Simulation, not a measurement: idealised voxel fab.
The process module presented herein is designated voxel self aligned vias.
Square cells of 5 nm make up the cross-section cut, whose width is 300 nm.
Each cross-section below is a grid of square cells, stated as bands in top-down order, with one or more rows of cells making up each band.
Within each band entry, the heights of the top and of the bottom of the band appear first, in that order and in nm; the materials of the band then follow from left to right, each with its corresponding width in nm. The designation "throughout" on a single material indicates that it fills the band from edge to edge; the designation "air" indicates empty space.
A quick word on heights: they are counted from 0, and under that level the wafer as it came to us is one material throughout. The lowest band is different from the rest in having no bottom; it simply continues downward, written as in "0 down".
Width "30->40": first value at the band's top row of cells, second value at its bottom row, equal change from row to row.
The cross-section has no changed cell in any step marked "everything unchanged".
Closed-off voids of 8+ cells (no open route to the top) go in "Listed closed voids", written width x height at distance from the left edge, in nm.
Post-settings text on a step line: simulator's own remark regarding the step.
Each step line may optionally specify "overlay nm", which for a step with a mask gives the rightward distance between the mask's planned place and where it lay, a negative value indicating the leftward direction.
# Planned process steps
- 1: RECEIVE with material Si
- 2: CONFORMAL_DEP with material SiO2, thk nm 10
- 3: CONFORMAL_DEP with material SiCN, thk nm 5
- 4: DIRECTIONAL_DEP with material SiO2, thk nm 30
- 5: DIRECTIONAL_DEP with material aC, thk nm 15
- 6: PATTERN with tone open, mask id LINES, material resist, width nm 20, pitch nm 55, thk nm 30, overlay nm 0
- 7: DIRECTIONAL_ETCH with etch materials aC, depth nm 15
- 8: STRIP with etch materials resist
- 9: DIRECTIONAL_ETCH with etch materials SiO2, depth nm 30
- 10: STRIP with etch materials aC
- 11: CONFORMAL_DEP with material TiN, thk nm 5
- 12: FILL_DEP with material Ru, thk nm 10
- 13: CMP with height nm 45
- 14: SELECTIVE_ETCH with etch materials W Ru TiN, depth nm 5
- 15: FILL_DEP with material SiN, thk nm 5
- 16: CMP with height nm 45
- 17: DIRECTIONAL_DEP with material SiO2, thk nm 15
- 18: MASKED_ETCH with tone open, mask id VIAS, width nm 30, pitch nm 55, etch materials SiO2, depth nm 15, overlay nm 0
- 19: MASKED_ETCH with tone open, mask id VIAS, width nm 30, pitch nm 55, etch materials SiN, depth nm 5, overlay nm 0
- 20: CONFORMAL_DEP with material TiN, thk nm 5
- 21: FILL_DEP with material Cu, thk nm 5
- 22: CMP with height nm 60
- 23: CONFORMAL_DEP with material SiCN, thk nm 5
# The cross-section here shows the wafer as received, i.e. in its state after step 1
- 0 down | Si throughout
- Listed closed voids: none
# End-of-module XS, first of two wafers, run as planned
- 65 to 60 | SiCN throughout
- 60 to 50 | SiO2 (80)  TiN (5)  Cu (20)  TiN (5)  SiO2 (25)  TiN (5)  Cu (20)  TiN (5)  SiO2 (25)  TiN (5)  Cu (20)  TiN (5)  SiO2 (80)
- 50 to 45 | SiO2 (80)  TiN (10)  Cu (10)  TiN (10)  SiO2 (25)  TiN (10)  Cu (10)  TiN (10)  SiO2 (25)  TiN (10)  Cu (10)  TiN (10)  SiO2 (80)
- 45 to 40 | SiO2 (85)  TiN (20)  SiO2 (35)  TiN (20)  SiO2 (35)  TiN (20)  SiO2 (85)
- 40 to 20 | SiO2 (85)  TiN (5)  Ru (10)  TiN (5)  SiO2 (35)  TiN (5)  Ru (10)  TiN (5)  SiO2 (35)  TiN (5)  Ru (10)  TiN (5)  SiO2 (85)
- 20 to 15 | SiO2 (85)  TiN (20)  SiO2 (35)  TiN (20)  SiO2 (35)  TiN (20)  SiO2 (85)
- 15 to 10 | SiCN throughout
- 10 to 0 | SiO2 throughout
- 0 down | Si throughout
- Listed closed voids: none
# Cross-sectional view of the second of two wafers upon completion of the module. This wafer shared its starting condition and process plan with the first; one error was made during its execution
- 65 to 60 | SiCN throughout
- 60 to 50 | SiO2 (80)  TiN (5)  Cu (20)  TiN (5)  SiO2 (25)  TiN (5)  Cu (20)  TiN (5)  SiO2 (25)  TiN (5)  Cu (20)  TiN (5)  SiO2 (80)
- 50 to 45 | SiO2 (80)  TiN (10)  Cu (5)  TiN (15)  SiO2 (25)  TiN (10)  Cu (5)  TiN (15)  SiO2 (25)  TiN (10)  Cu (5)  TiN (15)  SiO2 (80)
- 45 to 40 | SiO2 (85)  TiN (15)  SiN (5)  SiO2 (35)  TiN (15)  SiN (5)  SiO2 (35)  TiN (15)  SiN (5)  SiO2 (85)
- 40 to 20 | SiO2 (85)  TiN (5)  Ru (10)  TiN (5)  SiO2 (35)  TiN (5)  Ru (10)  TiN (5)  SiO2 (35)  TiN (5)  Ru (10)  TiN (5)  SiO2 (85)
- 20 to 15 | SiO2 (85)  TiN (20)  SiO2 (35)  TiN (20)  SiO2 (35)  TiN (20)  SiO2 (85)
- 15 to 10 | SiCN throughout
- 10 to 0 | SiO2 throughout
- 0 down | Si throughout
- Listed closed voids: none
Against the plan, the run slipped here: step 19 ran with different settings than intended, the actual operation and settings being MASKED_ETCH with tone open, mask id VIAS, width nm 30, pitch nm 55, etch materials SiN, depth nm 5, overlay nm -10
Looking at both finished wafers in cells, the second ends up ahead of or behind the first on some materials: Cu -3, SiN +3
